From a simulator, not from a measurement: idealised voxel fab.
You're looking at the process module voxel gate over fins.
cross-section cut | 285 nm wide | cells 5 nm
Think of the cross-section as a grid of square cells. We describe it in bands, top to bottom, and each band covers one or more rows of those cells.
Quick guide to a band line: top height, bottom height (nm) up front; then every material left to right with its width in nm. Only one material and it's marked "everywhere"? Then it fills the band edge to edge. And "air" just means empty space.
Beneath 0, the wafer as received is one material, and that level is where height counting begins. The lowest band goes on downward without a bottom; it is written like "0 -> down".
Graded width ("30..40"): value in top row of band = first number; value in bottom row = second number; row-to-row change constant.
Where a step carries "nothing was modified", the cross-section came out of it unchanged, cell for cell.
What "Enclosed void listing" gives you is every empty space of 8 cells or more that is cut off from the top. Each appears as width x height at distance, with the distance taken from the left edge and width, height and distance all in nm.
If you see something after the settings on a step's line, that's the simulator's own remark about that step.
Each step line may optionally specify "overlay nm", which for a step with a mask gives the rightward distance between the mask's planned place and where it lay, a negative value indicating the leftward direction.
## Here's what the planned process steps look like
1 RECEIVE,material Si
2 CONFORMAL_DEP,material SiN,thk nm 5
3 MASKED_ETCH,tone cover,mask id FINS,width nm 15,pitch nm 60,etch materials SiN,depth nm 5,overlay nm 0
4 MASKED_ETCH,tone cover,mask id FINS,width nm 15,pitch nm 60,etch materials Si,depth nm 35,overlay nm 0
5 OXIDIZE,depth nm 5
6 FILL_DEP,material SiO2,thk nm 5
7 CMP,height nm 5
8 PATTERN,tone open,mask id RAIL,material resist,width nm 15,thk nm 20,overlay nm 0
9 DIRECTIONAL_ETCH,etch materials SiO2,depth nm 35
10 STRIP,etch materials resist
11 CONFORMAL_DEP,material TiN,thk nm 5
12 FILL_DEP,material W,thk nm 10
13 CMP,height nm 5
14 SELECTIVE_ETCH,etch materials W Ru TiN,depth nm 30
15 FILL_DEP,material SiO2,thk nm 5
16 CMP,height nm 5
17 SELECTIVE_ETCH,etch materials SiO2,depth nm 20
18 STRIP,etch materials SiN
19 CONFORMAL_DEP,material HfO2,thk nm 5
20 CONFORMAL_DEP,material TiN,thk nm 5
21 FILL_DEP,material W,thk nm 10
22 CMP,height nm 15
23 CONFORMAL_DEP,material SiN,thk nm 10
## Here's what the wafer looked like in cross-section when it arrived - that's after step 1
  0 -> down | Si everywhere
  Enclosed void listing: none
## End-of-module XS, first of two wafers, run as planned
  25 -> 15 | SiN everywhere
  15 -> 10 | W everywhere
  10 -> 5 | 40 of W; 25 of TiN; 35 of W; 25 of TiN; 35 of W; 25 of TiN; 35 of W; 25 of TiN; 40 of W
  5 -> 0 | 40 of W; 5 of TiN; 15 of HfO2; 5 of TiN; 35 of W; 5 of TiN; 15 of HfO2; 5 of TiN; 35 of W; 5 of TiN; 15 of HfO2; 5 of TiN; 35 of W; 5 of TiN; 15 of HfO2; 5 of TiN; 40 of W
  0 -> -5 | 40 of W; 5 of TiN; 5 of HfO2; 5 of Si; 5 of HfO2; 5 of TiN; 35 of W; 5 of TiN; 5 of HfO2; 5 of Si; 5 of HfO2; 5 of TiN; 35 of W; 5 of TiN; 5 of HfO2; 5 of Si; 5 of HfO2; 5 of TiN; 35 of W; 5 of TiN; 5 of HfO2; 5 of Si; 5 of HfO2; 5 of TiN; 40 of W
  -5 -> -10 | 45 of TiN; 5 of HfO2; 5 of Si; 5 of HfO2; 45 of TiN; 5 of HfO2; 5 of Si; 5 of HfO2; 45 of TiN; 5 of HfO2; 5 of Si; 5 of HfO2; 45 of TiN; 5 of HfO2; 5 of Si; 5 of HfO2; 45 of TiN
  -10 -> -15 | 50 of HfO2; 5 of Si; 55 of HfO2; 5 of Si; 55 of HfO2; 5 of Si; 55 of HfO2; 5 of Si; 50 of HfO2
  -15 -> -25 | 50 of SiO2; 5 of Si; 55 of SiO2; 5 of Si; 55 of SiO2; 5 of Si; 55 of SiO2; 5 of Si; 50 of SiO2
  -25 -> -30 | 50 of SiO2; 5 of Si; 20 of SiO2; 15 of TiN; 20 of SiO2; 5 of Si; 55 of SiO2; 5 of Si; 55 of SiO2; 5 of Si; 50 of SiO2
  -30 -> -40 | 50 of SiO2; 5 of Si; 55 of SiO2; 5 of Si; 55 of SiO2; 5 of Si; 55 of SiO2; 5 of Si; 50 of SiO2
  -40 -> down | Si everywhere
  Enclosed void listing: none
## This cross-section belongs to the second wafer of two at the end of the module; the start and the plan were shared with the first, and the run included one mistake
  25 -> 15 | SiN everywhere
  15 -> 10 | W everywhere
  10 -> 5 | 30 of W; 25 of TiN; 35 of W; 25 of TiN; 35 of W; 25 of TiN; 35 of W; 25 of TiN; 50 of W
  5 -> 0 | 30 of W; 5 of TiN; 15 of HfO2; 15 of TiN; 25 of W; 5 of TiN; 15 of HfO2; 15 of TiN; 25 of W; 5 of TiN; 15 of HfO2; 15 of TiN; 25 of W; 5 of TiN; 15 of HfO2; 15 of TiN; 40 of W
  0 -> -5 | 30 of W; 5 of TiN; 5 of HfO2; 5 of Si; 15 of HfO2; 5 of TiN; 25 of W; 5 of TiN; 5 of HfO2; 5 of Si; 15 of HfO2; 5 of TiN; 25 of W; 5 of TiN; 5 of HfO2; 5 of Si; 15 of HfO2; 5 of TiN; 25 of W; 5 of TiN; 5 of HfO2; 5 of Si; 15 of HfO2; 5 of TiN; 40 of W
  -5 -> -10 | 35 of TiN; 5 of HfO2; 15 of Si; 5 of HfO2; 35 of TiN; 5 of HfO2; 15 of Si; 5 of HfO2; 35 of TiN; 5 of HfO2; 15 of Si; 5 of HfO2; 35 of TiN; 5 of HfO2; 15 of Si; 5 of HfO2; 45 of TiN
  -10 -> -15 | 40 of HfO2; 15 of Si; 45 of HfO2; 15 of Si; 45 of HfO2; 15 of Si; 45 of HfO2; 15 of Si; 50 of HfO2
  -15 -> -25 | 40 of SiO2; 15 of Si; 45 of SiO2; 15 of Si; 45 of SiO2; 15 of Si; 45 of SiO2; 15 of Si; 50 of SiO2
  -25 -> -30 | 40 of SiO2; 15 of Si; 20 of SiO2; 15 of TiN; 10 of SiO2; 15 of Si; 45 of SiO2; 15 of Si; 45 of SiO2; 15 of Si; 50 of SiO2
  -30 -> -40 | 40 of SiO2; 15 of Si; 45 of SiO2; 15 of Si; 45 of SiO2; 15 of Si; 45 of SiO2; 15 of Si; 50 of SiO2
  -40 -> down | Si everywhere
  Enclosed void listing: none
What went wrong in running the wafer? step 3 ran with different settings than intended, the actual operation and settings being MASKED_ETCH,tone cover,mask id FINS,width nm 15,pitch nm 60,etch materials SiN,depth nm 5,overlay nm -10
Counted in cells at the end, the second wafer holds more or fewer of these materials than the first: Si +56 | SiO2 -40 | W -16
